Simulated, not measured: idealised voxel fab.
process module | voxel transistor to metal
cross-section cut | 265 nm wide | cells 5 nm
A cross-section is a grid of square cells, given in bands from the top down. A band is one or more rows of cells.
Each band's line starts with the height of the band's top and of its bottom, in nm. Then come its materials from left to right, each with its width in nm. One material with "throughout" fills the band from edge to edge. "air" is empty space.
Height 0 is the level under which the wafer as received is all one material. The lowest band goes on downwards, as in "0 down".
A width such as "30 to 40" changes by the same amount from each row of cells to the next, from the band's top row to its bottom row.
"no change" after a step means that no cell of the cross-section changed.
closed voids: empty space of 8 cells or more with no open way to the top, each as width x height at its distance from the left edge, in nm
after a step's settings: what the simulator itself notes on the step
overlay nm, on a step with a mask: how far to the right of its planned place the mask lay; to the left if negative
plan
1 op RECEIVE | material Si
2 op CONFORMAL_DEP | material SiO2 | thk nm 5
3 op CONFORMAL_DEP | material SiN | thk nm 15
4 op PATTERN | tone cover | mask id ACTIVE | material resist | width nm 100 | pitch nm 125 | thk nm 15 | overlay nm 0
5 op DIRECTIONAL_ETCH | etch materials SiN | depth nm 15
6 op DIRECTIONAL_ETCH | etch materials SiO2 | depth nm 5
7 op DIRECTIONAL_ETCH | etch materials Si | depth nm 30
8 op STRIP | etch materials resist
9 op OXIDIZE | depth nm 5
10 op FILL_DEP | material SiO2 | thk nm 15
11 op CMP | height nm 20
12 op SELECTIVE_ETCH | etch materials SiO2 | depth nm 5
13 op STRIP | etch materials SiN
14 op SELECTIVE_ETCH | etch materials SiO2 | depth nm 5
15 op OXIDIZE | depth nm 5
16 op DIRECTIONAL_DEP | material polySi | thk nm 20
17 op DIRECTIONAL_DEP | material SiCN | thk nm 10
18 op DIRECTIONAL_DEP | material aC | thk nm 10
19 op PATTERN | tone cover | mask id GATE | material resist | width nm 20 | pitch nm 125 | thk nm 30 | overlay nm 0
20 op DIRECTIONAL_ETCH | etch materials aC | depth nm 10
21 op STRIP | etch materials resist
22 op DIRECTIONAL_ETCH | etch materials SiCN | depth nm 20
23 op DIRECTIONAL_ETCH | etch materials polySi | depth nm 30
24 op STRIP | etch materials aC
25 op CONFORMAL_DEP | material SiO2 | thk nm 5
26 op DIRECTIONAL_ETCH | etch materials SiO2 | depth nm 5
27 op CONFORMAL_DEP | material SiN | thk nm 10
28 op DIRECTIONAL_ETCH | etch materials SiN | depth nm 10
29 op DIRECTIONAL_ETCH | etch materials SiO2 | depth nm 5
30 op DIRECTIONAL_ETCH | etch materials Si | depth nm 5
31 op EPI | material pSi | thk nm 10
32 op FILL_DEP | material SiO2 | thk nm 10
33 op CMP | height nm 30
34 op DIRECTIONAL_DEP | material SiO2 | thk nm 10
35 op PATTERN | tone open | mask id CONTACT | material resist | width nm 30 | thk nm 20 | overlay nm 0
36 op DIRECTIONAL_ETCH | etch materials SiO2 | depth nm 35
37 op STRIP | etch materials resist
38 op CONFORMAL_DEP | material TiN | thk nm 5
39 op FILL_DEP | material W | thk nm 5
40 op CMP | height nm 40
41 op DIRECTIONAL_DEP | material TiN | thk nm 5
42 op DIRECTIONAL_DEP | material W | thk nm 15
43 op MASKED_ETCH | tone cover | mask id METAL_1 | width nm 15 | etch materials W | depth nm 15 | overlay nm 0
44 op MASKED_ETCH | tone cover | mask id METAL_1 | width nm 15 | etch materials TiN | depth nm 5 | overlay nm 0
45 op CONFORMAL_DEP | material SiCN | thk nm 5
46 op FILL_DEP | material SiO2 | thk nm 10
47 op CMP | height nm 60
48 op CONFORMAL_DEP | material SiCN | thk nm 5
49 op DIRECTIONAL_DEP | material SiO2 | thk nm 35
50 op MASKED_ETCH | tone open | mask id METAL_2 | width nm 15 | pitch nm 125 | etch materials SiO2 | depth nm 20 | overlay nm 0
51 op PATTERN | tone open | mask id METAL_2_HOLES | material resist | width nm 15 | pitch nm 125 | thk nm 20 | overlay nm 0
52 op DIRECTIONAL_ETCH | etch materials SiO2 | depth nm 15
53 op DIRECTIONAL_ETCH | etch materials SiCN | depth nm 5
54 op STRIP | etch materials resist
55 op CONFORMAL_DEP | material TiN | thk nm 5
56 op FILL_DEP | material Cu | thk nm 5
57 op CMP | height nm 100
58 op CONFORMAL_DEP | material SiN | thk nm 5
as received, after step 1
  0 down: Si throughout
  closed voids: none
a wafer at the end: this start, this plan, one mistake
  105 to 100: SiN throughout
  100 to 65: SiO2 25 | TiN 5 | Cu 5 | TiN 5 | SiO2 110 | TiN 5 | Cu 5 | TiN 5 | SiO2 100
  65 to 60: SiCN 25 | TiN 15 | SiCN 110 | TiN 15 | SiCN 100
  60 to 50: SiO2 20 | SiCN 5 | W 15 | SiCN 5 | SiO2 50 | SiCN 5 | W 15 | SiCN 5 | SiO2 25 | SiCN 5 | W 15 | SiCN 5 | SiO2 50 | SiCN 5 | W 15 | SiCN 5 | SiO2 20
  50 to 45: SiO2 15 | SiCN 10 | W 15 | SiCN 10 | SiO2 40 | SiCN 10 | W 15 | SiCN 10 | SiO2 15 | SiCN 10 | W 15 | SiCN 10 | SiO2 40 | SiCN 10 | W 15 | SiCN 10 | SiO2 15
  45 to 40: SiCN 20 | TiN 25 | SiCN 50 | TiN 25 | SiCN 25 | TiN 25 | SiCN 50 | TiN 25 | SiCN 20
  40 to 30: SiO2 25 | TiN 5 | W 20 to 10 | TiN 5 to 15 | SiO2 30 | TiN 5 to 15 | W 20 to 10 | TiN 5 | SiO2 35 | TiN 5 | W 20 to 10 | TiN 5 to 15 | SiO2 30 | TiN 5 to 15 | W 20 to 10 | TiN 5 | SiO2 25
  30 to 20: SiO2 25 | TiN 5 | W 10 | TiN 5 | SiN 10 | SiO2 5 | SiCN 20 | SiO2 5 | SiN 10 | TiN 5 | W 10 | TiN 5 | SiO2 35 | TiN 5 | W 10 | TiN 5 | SiN 10 | SiO2 5 | SiCN 20 | SiO2 5 | SiN 10 | TiN 5 | W 10 | TiN 5 | SiO2 25
  20 to 10: SiO2 25 | TiN 5 to 10 | W 10 to 5 | TiN 5 | SiN 10 | SiO2 5 | polySi 20 | SiO2 5 | SiN 10 | TiN 5 | W 10 to 5 | TiN 5 to 10 | SiO2 35 | TiN 5 to 10 | W 10 to 5 | TiN 5 | SiN 10 | SiO2 5 | polySi 20 | SiO2 5 | SiN 10 | TiN 5 | W 10 to 5 | TiN 5 to 10 | SiO2 25
  10 to 5: SiO2 20 | SiN 10 | TiN 15 | SiN 10 | SiO2 5 | polySi 20 | SiO2 5 | SiN 10 | TiN 15 | SiN 10 | SiO2 25 | SiN 10 | TiN 15 | SiN 10 | SiO2 5 | polySi 20 | SiO2 5 | SiN 10 | TiN 15 | SiN 10 | SiO2 20
  5 to 0: SiO2 20 | SiN 10 | pSi 15 | SiN 10 | SiO2 5 | polySi 20 | SiO2 5 | SiN 10 | pSi 15 | SiN 10 | SiO2 25 | SiN 10 | pSi 15 | SiN 10 | SiO2 5 | polySi 20 | SiO2 5 | SiN 10 | pSi 15 | SiN 10 | SiO2 20
  0 to -5: SiO2 30 | pSi 15 | SiO2 50 | pSi 15 | SiO2 45 | pSi 15 | SiO2 50 | pSi 15 | SiO2 30
  -5 to -10: SiO2 25 | Si 5 | pSi 15 | Si 50 | pSi 15 | Si 5 | SiO2 35 | Si 5 | pSi 15 | Si 50 | pSi 15 | Si 5 | SiO2 25
  -10 to -35: SiO2 25 | Si 90 | SiO2 35 | Si 90 | SiO2 25
  -35 down: Si throughout
  closed voids: none
what went wrong: step 44 ran as: op MASKED_ETCH | tone cover | mask id METAL_1 | width nm 25 | etch materials TiN | depth nm 5 | overlay nm 0
